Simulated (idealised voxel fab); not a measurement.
Presented below is a process module, voxel self aligned vias.
The cross-section on display is named cut; it measures 225 nm wide, and its cells are 5 nm squares.
In this document a cross-section is written as a grid of square cells. It is given as a series of bands, listed from the top down, and a band is one or more rows of cells. Within each band entry, the heights of the top and of the bottom of the band appear first, in that order and in nm; the materials of the band then follow from left to right, each with its corresponding width in nm. The designation "full width" on a single material indicates that it fills the band from edge to edge; the designation "empty" indicates empty space. Heights from 0 (as-received wafer is one material below). Bottom band endless downward, as "0 and below". The notation "30..40" denotes a width that varies across the rows of cells in the band, beginning at the first number in the top row, finishing at the second number in the bottom row, and changing by an identical amount from each row to the next. Key: "no modifications" - step with no changed cell in the cross-section. "Fully enclosed voids" - sealed voids, min. 8 cells, no opening to top; format: width x height at distance (distance from left edge; nm throughout). Step line, after settings: the simulator's comment on this step. overlay nm: on a step with a mask, how far right of its planned place the mask lay; negative means left.
Planned process steps:
- 1: RECEIVE, material Si
- 2: CONFORMAL_DEP, material SiO2, thk nm 10
- 3: CONFORMAL_DEP, material SiCN, thk nm 5
- 4: DIRECTIONAL_DEP, material lowk, thk nm 30
- 5: MASKED_ETCH, tone open, mask id LINES, width nm 30, pitch nm 70, etch materials lowk, depth nm 30, overlay nm 0
- 6: CONFORMAL_DEP, material TiN, thk nm 5
- 7: FILL_DEP, material W, thk nm 10
- 8: CMP, height nm 45
- 9: SELECTIVE_ETCH, etch materials W Ru TiN, depth nm 10
- 10: FILL_DEP, material SiN, thk nm 10
- 11: CMP, height nm 45
- 12: DIRECTIONAL_DEP, material lowk, thk nm 15
- 13: MASKED_ETCH, tone open, mask id VIAS, width nm 40, pitch nm 70, etch materials lowk, depth nm 15, overlay nm 0
- 14: MASKED_ETCH, tone open, mask id VIAS, width nm 40, pitch nm 70, etch materials SiN, depth nm 10, overlay nm 0
- 15: CONFORMAL_DEP, material TiN, thk nm 5
- 16: FILL_DEP, material W, thk nm 5
- 17: CMP, height nm 60
- 18: CONFORMAL_DEP, material SiCN, thk nm 5
Wafer at receipt (post step 1), cross-section:
* 0 and below  Si full width
* Fully enclosed voids: none
Final cross-section, module run with one mistake (start and plan as above):
* 65 down to 60  SiCN full width
* 60 down to 40  lowk (55), TiN (5), W (30), TiN (5), lowk (30), TiN (5), W (30), TiN (5), lowk (60)
* 40 down to 35  lowk (55), TiN (40), lowk (30), TiN (40), lowk (60)
* 35 down to 30  lowk (55), TiN (10), W (20), TiN (10), lowk (30), TiN (10), W (20), TiN (10), lowk (60)
* 30 down to 20  lowk (60), TiN (5), W (20), TiN (5), lowk (40), TiN (5), W (20), TiN (5), lowk (65)
* 20 down to 15  lowk (60), TiN (30), lowk (40), TiN (30), lowk (65)
* 15 down to 10  SiCN full width
* 10 down to 0  SiO2 full width
* 0 and below  Si full width
* Fully enclosed voids: none
What broke from the plan during processing? step 13 of the plan was twice carried out
